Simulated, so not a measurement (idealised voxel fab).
process module | voxel self aligned contacts
cross-section cut | 270 nm wide | cells 5 nm
A cross-section is a grid of square cells, given in bands from the top down. A band is one or more rows of cells.
Each band's line starts with the height of the band's top and of its bottom, in nm. Then come its materials from left to right, each with its width in nm. One material with "throughout" fills the band from edge to edge. "air" is empty space.
Height 0 is the level under which the wafer as received is all one material. The lowest band goes on downwards, as in "0 down".
A width such as "30 to 40" changes by the same amount from each row of cells to the next, from the band's top row to its bottom row.
"no change" after a step means that no cell of the cross-section changed.
closed voids: empty space of 8 cells or more with no open way to the top, each as width x height at its distance from the left edge, in nm
after a step's settings: what the simulator itself notes on the step
overlay nm, on a step with a mask: how far to the right of its planned place the mask lay; to the left if negative
plan
1 op RECEIVE | material Si
2 op OXIDIZE | depth nm 5
3 op DIRECTIONAL_DEP | material polySi | thk nm 20
4 op DIRECTIONAL_DEP | material SiN | thk nm 25
5 op PATTERN | tone cover | mask id GATE | material resist | width nm 35 | pitch nm 75 | thk nm 15 | overlay nm 0
6 op DIRECTIONAL_ETCH | etch materials SiN | depth nm 25
7 op DIRECTIONAL_ETCH | etch materials polySi | depth nm 20
8 op STRIP | etch materials resist
9 op CONFORMAL_DEP | material SiN | thk nm 10
10 op DIRECTIONAL_ETCH | etch materials SiN | depth nm 10
11 op FILL_DEP | material SiO2 | thk nm 20
12 op CMP | height nm 55
13 op MASKED_ETCH | tone open | mask id CONTACT | width nm 50 | etch materials SiO2 | depth nm 60 | overlay nm 0
14 op CONFORMAL_DEP | material TiN | thk nm 5
15 op FILL_DEP | material Ru | thk nm 5
16 op CMP | height nm 55
17 op CONFORMAL_DEP | material SiCN | thk nm 5
first wafer, as planned
as received, after step 1
  0 down: Si throughout
  closed voids: none
after step 2
  0 to -5: SiO2 throughout
  below -5: unchanged
after step 3
  20 to 0: polySi throughout
  below 0: unchanged
after step 4
  45 to 20: SiN throughout
  below 20: unchanged
after step 5
  60 to 45: air 80 | resist 35 | air 40 | resist 35 | air 80
  below 45: unchanged
after step 6
  60 to 45: air 80 | resist 35 | air 40 | resist 35 | air 80
  45 to 20: air 80 | SiN 35 | air 40 | SiN 35 | air 80
  below 20: unchanged
after step 7
  60 to 45: air 80 | resist 35 | air 40 | resist 35 | air 80
  45 to 20: air 80 | SiN 35 | air 40 | SiN 35 | air 80
  20 to 0: air 80 | polySi 35 | air 40 | polySi 35 | air 80
  below 0: unchanged
after step 8
  45 to 20: air 80 | SiN 35 | air 40 | SiN 35 | air 80
  below 20: unchanged
after step 9
  55 to 20: air 70 | SiN 55 | air 20 | SiN 55 | air 70
  20 to 10: air 70 | SiN 10 | polySi 35 | SiN 10 | air 20 | SiN 10 | polySi 35 | SiN 10 | air 70
  10 to 0: SiN 80 | polySi 35 | SiN 40 | polySi 35 | SiN 80
  below 0: unchanged
after step 10
  45 to 20: air 70 | SiN 55 | air 20 | SiN 55 | air 70
  20 to 0: air 70 | SiN 10 | polySi 35 | SiN 10 | air 20 | SiN 10 | polySi 35 | SiN 10 | air 70
  below 0: unchanged
after step 11
  65 to 45: SiO2 throughout
  45 to 20: SiO2 70 | SiN 55 | SiO2 20 | SiN 55 | SiO2 70
  20 to 0: SiO2 70 | SiN 10 | polySi 35 | SiN 10 | SiO2 20 | SiN 10 | polySi 35 | SiN 10 | SiO2 70
  below 0: unchanged
after step 12
  55 to 45: SiO2 throughout
  below 45: unchanged
after step 13
  55 to 45: SiO2 110 | air 50 | SiO2 110
  45 to 20: SiO2 70 | SiN 55 | air 20 | SiN 55 | SiO2 70
  20 to 0: SiO2 70 | SiN 10 | polySi 35 | SiN 10 | air 20 | SiN 10 | polySi 35 | SiN 10 | SiO2 70
  0 to -5: SiO2 125 | air 20 | SiO2 125
  below -5: unchanged
after step 14
  60 to 55: TiN 115 | air 40 | TiN 115
  55 to 45: SiO2 110 | TiN 5 to 20 | air 40 to 10 | TiN 5 to 20 | SiO2 110
  45 to 20: SiO2 70 | SiN 55 | TiN 5 | air 10 | TiN 5 | SiN 55 | SiO2 70
  20 to 0: SiO2 70 | SiN 10 | polySi 35 | SiN 10 | TiN 5 | air 10 | TiN 5 | SiN 10 | polySi 35 | SiN 10 | SiO2 70
  0 to -5: SiO2 125 | TiN 20 | SiO2 125
  below -5: unchanged
after step 15
  65 to 60: Ru throughout
  60 to 55: TiN 115 | Ru 40 | TiN 115
  55 to 45: SiO2 110 | TiN 5 to 20 | Ru 40 to 10 | TiN 5 to 20 | SiO2 110
  45 to 20: SiO2 70 | SiN 55 | TiN 5 | Ru 10 | TiN 5 | SiN 55 | SiO2 70
  20 to 0: SiO2 70 | SiN 10 | polySi 35 | SiN 10 | TiN 5 | Ru 10 | TiN 5 | SiN 10 | polySi 35 | SiN 10 | SiO2 70
  below 0: unchanged
after step 16
  55 to 45: SiO2 110 | TiN 5 to 20 | Ru 40 to 10 | TiN 5 to 20 | SiO2 110
  below 45: unchanged
after step 17
  60 to 55: SiCN throughout
  below 55: unchanged
second wafer: like start, like plan, one mistake. Through step 6 it matches the first wafer
when step 7 should have ended
  60 to 45: air 80 | resist 35 | air 40 | resist 35 | air 80
  45 to 20: air 80 | SiN 35 | air 40 | SiN 35 | air 80
  20 to 10: air 80 | polySi 35 | air 40 | polySi 35 | air 80
  below 10: unchanged
when step 8 should have ended
  45 to 20: air 80 | SiN 35 | air 40 | SiN 35 | air 80
  below 20: unchanged
when step 9 should have ended
  55 to 20: air 70 | SiN 55 | air 20 | SiN 55 | air 70
  20 to 10: SiN 80 | polySi 35 | SiN 40 | polySi 35 | SiN 80
  below 10: unchanged
when step 10 should have ended
  45 to 20: air 70 | SiN 55 | air 20 | SiN 55 | air 70
  20 to 10: air 70 | SiN 10 | polySi 35 | SiN 10 | air 20 | SiN 10 | polySi 35 | SiN 10 | air 70
  below 10: unchanged
when step 11 should have ended
  65 to 45: SiO2 throughout
  45 to 20: SiO2 70 | SiN 55 | SiO2 20 | SiN 55 | SiO2 70
  20 to 10: SiO2 70 | SiN 10 | polySi 35 | SiN 10 | SiO2 20 | SiN 10 | polySi 35 | SiN 10 | SiO2 70
  below 10: unchanged
when step 12 should have ended
  55 to 45: SiO2 throughout
  below 45: unchanged
when step 13 should have ended
  55 to 45: SiO2 110 | air 50 | SiO2 110
  45 to 20: SiO2 70 | SiN 55 | air 20 | SiN 55 | SiO2 70
  20 to 10: SiO2 70 | SiN 10 | polySi 35 | SiN 10 | air 20 | SiN 10 | polySi 35 | SiN 10 | SiO2 70
  below 10: unchanged
when step 14 should have ended
  60 to 55: TiN 115 | air 40 | TiN 115
  55 to 45: SiO2 110 | TiN 5 to 20 | air 40 to 10 | TiN 5 to 20 | SiO2 110
  45 to 20: SiO2 70 | SiN 55 | TiN 5 | air 10 | TiN 5 | SiN 55 | SiO2 70
  20 to 15: SiO2 70 | SiN 10 | polySi 35 | SiN 10 | TiN 5 | air 10 | TiN 5 | SiN 10 | polySi 35 | SiN 10 | SiO2 70
  15 to 10: SiO2 70 | SiN 10 | polySi 35 | SiN 10 | TiN 20 | SiN 10 | polySi 35 | SiN 10 | SiO2 70
  below 10: unchanged
when step 15 should have ended
  65 to 60: Ru throughout
  60 to 55: TiN 115 | Ru 40 | TiN 115
  55 to 45: SiO2 110 | TiN 5 to 20 | Ru 40 to 10 | TiN 5 to 20 | SiO2 110
  45 to 20: SiO2 70 | SiN 55 | TiN 5 | Ru 10 | TiN 5 | SiN 55 | SiO2 70
  20 to 15: SiO2 70 | SiN 10 | polySi 35 | SiN 10 | TiN 5 | Ru 10 | TiN 5 | SiN 10 | polySi 35 | SiN 10 | SiO2 70
  below 15: unchanged
when step 16 should have ended
  55 to 45: SiO2 110 | TiN 5 to 20 | Ru 40 to 10 | TiN 5 to 20 | SiO2 110
  below 45: unchanged
when step 17 should have ended
  60 to 55: SiCN throughout
  below 55: unchanged
what went wrong: step 7 ran as: op DIRECTIONAL_ETCH | etch materials polySi | depth nm 10
at the end the second wafer has, in cells: 6 fewer of Ru | 16 fewer of SiN | 52 fewer of SiO2 | 6 fewer of TiN | 80 more of polySi
